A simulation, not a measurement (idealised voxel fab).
process module | voxel wiring stack
cross-section cut | 255 nm wide | cells 5 nm
A cross-section is a grid of square cells, given in bands from the top down. A band is one or more rows of cells.
Each band's line starts with the height of the band's top and of its bottom, in nm. Then come its materials from left to right, each with its width in nm. One material with "throughout" fills the band from edge to edge. "air" is empty space.
Height 0 is the level under which the wafer as received is all one material. The lowest band goes on downwards, as in "0 down".
A width such as "30 to 40" changes by the same amount from each row of cells to the next, from the band's top row to its bottom row.
"no change" after a step means that no cell of the cross-section changed.
closed voids: empty space of 8 cells or more with no open way to the top, each as width x height at its distance from the left edge, in nm
after a step's settings: what the simulator itself notes on the step
overlay nm, on a step with a mask: how far to the right of its planned place the mask lay; to the left if negative
plan
1 op RECEIVE | material Si
2 op CONFORMAL_DEP | material SiO2 | thk nm 10
3 op CONFORMAL_DEP | material SiCN | thk nm 5
4 op DIRECTIONAL_DEP | material SiO2 | thk nm 20
5 op DIRECTIONAL_DEP | material aC | thk nm 10
6 op PATTERN | tone open | mask id METAL_1 | material resist | width nm 30 | pitch nm 55 | thk nm 30 | overlay nm 0
7 op DIRECTIONAL_ETCH | etch materials aC | depth nm 10
8 op STRIP | etch materials resist
9 op DIRECTIONAL_ETCH | etch materials SiO2 | depth nm 20
10 op DIRECTIONAL_ETCH | etch materials SiCN | depth nm 5
11 op STRIP | etch materials aC
12 op CONFORMAL_DEP | material TiN | thk nm 5
13 op FILL_DEP | material Ru | thk nm 10
14 op CMP | height nm 35
15 op CONFORMAL_DEP | material SiCN | thk nm 5
16 op DIRECTIONAL_DEP | material lowk | thk nm 20
17 op DIRECTIONAL_DEP | material aC | thk nm 15
18 op PATTERN | tone open | mask id PLUG_1 | material resist | width nm 15 | thk nm 35 | overlay nm 0
19 op DIRECTIONAL_ETCH | etch materials aC | depth nm 15
20 op STRIP | etch materials resist
21 op DIRECTIONAL_ETCH | etch materials lowk | depth nm 20
22 op DIRECTIONAL_ETCH | etch materials SiCN | depth nm 5
23 op STRIP | etch materials aC
24 op CONFORMAL_DEP | material TiN | thk nm 5
25 op FILL_DEP | material Cu | thk nm 10
26 op CMP | height nm 60
27 op CONFORMAL_DEP | material SiN | thk nm 5
28 op DIRECTIONAL_DEP | material SiO2 | thk nm 25
29 op MASKED_ETCH | tone open | mask id METAL_2 | width nm 30 | pitch nm 55 | etch materials SiO2 | depth nm 25 | overlay nm 0
30 op MASKED_ETCH | tone open | mask id METAL_2 | width nm 30 | pitch nm 55 | etch materials SiN | depth nm 5 | overlay nm 0
31 op CONFORMAL_DEP | material TiN | thk nm 5
32 op FILL_DEP | material Ru | thk nm 5
33 op CMP | height nm 90
34 op CONFORMAL_DEP | material SiN | thk nm 5
as received, after step 1
  0 down: Si throughout
  closed voids: none
a wafer at the end: this start, this plan, one mistake
  95 to 90: SiN throughout
  90 to 80: SiO2 85 | TiN 5 | Ru 20 | TiN 5 | SiO2 25 | TiN 5 | Ru 20 | TiN 5 | SiO2 85
  80 to 75: SiN 85 | TiN 30 | SiN 25 | TiN 30 | SiN 85
  75 to 65: Cu throughout
  65 to 60: TiN 90 | Cu 5 | TiN 160
  60 to 40: lowk 85 | TiN 5 | Cu 5 | TiN 5 | lowk 155
  40 to 35: SiCN 85 | TiN 15 | SiCN 155
  35 to 15: SiO2 85 | TiN 5 | Ru 20 | TiN 5 | SiO2 25 | TiN 5 | Ru 20 | TiN 5 | SiO2 85
  15 to 10: SiCN 85 | TiN 30 | SiCN 25 | TiN 30 | SiCN 85
  10 to 0: SiO2 throughout
  0 down: Si throughout
  closed voids: none
what went wrong: step 26 was left out
